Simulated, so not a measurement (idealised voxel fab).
process module | voxel self aligned contacts
cross-section cut | 235 nm wide | cells 5 nm
A cross-section is a grid of square cells, given in bands from the top down. A band is one or more rows of cells.
Each band's line starts with the height of the band's top and of its bottom, in nm. Then come its materials from left to right, each with its width in nm. One material with "throughout" fills the band from edge to edge. "air" is empty space.
Height 0 is the level under which the wafer as received is all one material. The lowest band goes on downwards, as in "0 down".
A width such as "30 to 40" changes by the same amount from each row of cells to the next, from the band's top row to its bottom row.
"no change" after a step means that no cell of the cross-section changed.
closed voids: empty space of 8 cells or more with no open way to the top, each as width x height at its distance from the left edge, in nm
after a step's settings: what the simulator itself notes on the step
overlay nm, on a step with a mask: how far to the right of its planned place the mask lay; to the left if negative
plan
1 op RECEIVE | material Si
2 op OXIDIZE | depth nm 5
3 op DIRECTIONAL_DEP | material polySi | thk nm 20
4 op DIRECTIONAL_DEP | material SiN | thk nm 20
5 op MASKED_ETCH | tone cover | mask id GATE | width nm 30 | pitch nm 70 | etch materials SiN | depth nm 20 | overlay nm 0
6 op MASKED_ETCH | tone cover | mask id GATE | width nm 30 | pitch nm 70 | etch materials polySi | depth nm 20 | overlay nm 0
7 op CONFORMAL_DEP | material SiN | thk nm 10
8 op DIRECTIONAL_ETCH | etch materials SiN | depth nm 10
9 op FILL_DEP | material SiO2 | thk nm 10
10 op CMP | height nm 45
11 op DIRECTIONAL_DEP | material aC | thk nm 10
12 op PATTERN | tone open | mask id CONTACT | material resist | width nm 50 | thk nm 30 | overlay nm 0
13 op DIRECTIONAL_ETCH | etch materials aC | depth nm 10
14 op STRIP | etch materials resist
15 op DIRECTIONAL_ETCH | etch materials SiO2 | depth nm 50
16 op STRIP | etch materials aC
17 op CONFORMAL_DEP | material TiN | thk nm 5
18 op FILL_DEP | material Ru | thk nm 10
19 op CMP | height nm 45
20 op CONFORMAL_DEP | material SiN | thk nm 5
as received, after step 1
  0 down: Si throughout
  closed voids: none
a wafer at the end: this start, this plan, one mistake
  50 to 45: SiN throughout
  45 to 40: SiO2 55 | SiN 50 | TiN 5 | Ru 10 | TiN 5 | SiN 50 | SiO2 60
  40 to 25: SiO2 55 | SiN 10 | polySi 30 | SiN 10 | TiN 5 | Ru 10 | TiN 5 | SiN 10 | polySi 30 | SiN 10 | SiO2 60
  25 to 20: SiO2 55 | SiN 10 | polySi 30 | SiN 10 | TiN 20 | SiN 10 | polySi 30 | SiN 10 | SiO2 60
  20 to 0: polySi throughout
  0 to -5: SiO2 throughout
  -5 down: Si throughout
  closed voids: none
what went wrong: step 3 was run twice
